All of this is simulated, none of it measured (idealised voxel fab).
This is a process module. Its name is voxel ribs on slabs.
Section cut is 165 nm wide and gridded with 5 nm square cells.
A cross-section in this document is a grid of square cells, and it is written down as bands, the top band listed before the ones below it; a band is made up of one or more rows of cells.
Heights first: top, then bottom, in nm. Then materials, left to right, each with a width in nm. "throughout" on a single material: fills the band edge to edge. "blank": empty space.
Measure heights from 0. That's the level where, below it, the as-received wafer is all one material. The lowest band is bottomless and extends downward; write it as in "0 and below".
Top row gets the first number, bottom row gets the second, and each row in between changes by the same step: that is how a band width like "30->40" works.
"stayed the same" -> step changed no cross-section cell.
In "Enclosed void entries" the enclosed voids are listed, meaning empty spaces of 8 cells or larger without any opening to the top. The form is width x height at distance, distance from the left edge, units nm.
On each step's line, the part that comes after the settings is the simulator's own comment on the step.
Among the settings permitted on a step's line is "overlay nm"; applied to a step with a mask, it specifies the extent to which the mask lay to the right of its planned position, whereas a negative figure signifies a position to the left.

List of planned process steps:
step 1: RECEIVE,material Si
step 2: DIRECTIONAL_DEP,material SiO2,thk nm 20
step 3: DIRECTIONAL_DEP,material SiN,thk nm 20
step 4: PATTERN,tone cover,mask id RIB,material resist,width nm 30,thk nm 15,overlay nm 0
step 5: DIRECTIONAL_ETCH,etch materials SiN,depth nm 5
step 6: STRIP,etch materials resist
step 7: PATTERN,tone cover,mask id SLAB,material resist,width nm 70,thk nm 20,overlay nm 0
step 8: DIRECTIONAL_ETCH,etch materials SiN,depth nm 15
step 9: STRIP,etch materials resist
step 10: FILL_DEP,material SiO2,thk nm 25
step 11: CMP,height nm 60
step 12: DIRECTIONAL_DEP,material W,thk nm 5
step 13: PATTERN,tone cover,mask id HEATER,material resist,width nm 40,thk nm 15,overlay nm 0
step 14: DIRECTIONAL_ETCH,etch materials W,depth nm 5
step 15: STRIP,etch materials resist
step 16: CONFORMAL_DEP,material SiN,thk nm 5

Delivered wafer in cross-section: state after step 1:
	0 and below: Si throughout
	Enclosed void entries: none

Final cross-section, module run with one mistake (start and plan as above):
	70 down to 65: SiN (65), then blank (30), then SiN (70)
	65 down to 60: W (60), then SiN (40), then W (65)
	60 down to 40: SiO2 throughout
	40 down to 35: SiO2 (65), then SiN (30), then SiO2 (70)
	35 down to 20: SiO2 (45), then SiN (70), then SiO2 (50)
	20 down to 0: SiO2 throughout
	0 and below: Si throughout
	Enclosed void entries: none
Deviation from plan: so step 13 ended up running with a different setting than we planned, it ran as PATTERN,tone open,mask id HEATER,material resist,width nm 40,thk nm 15,overlay nm 0
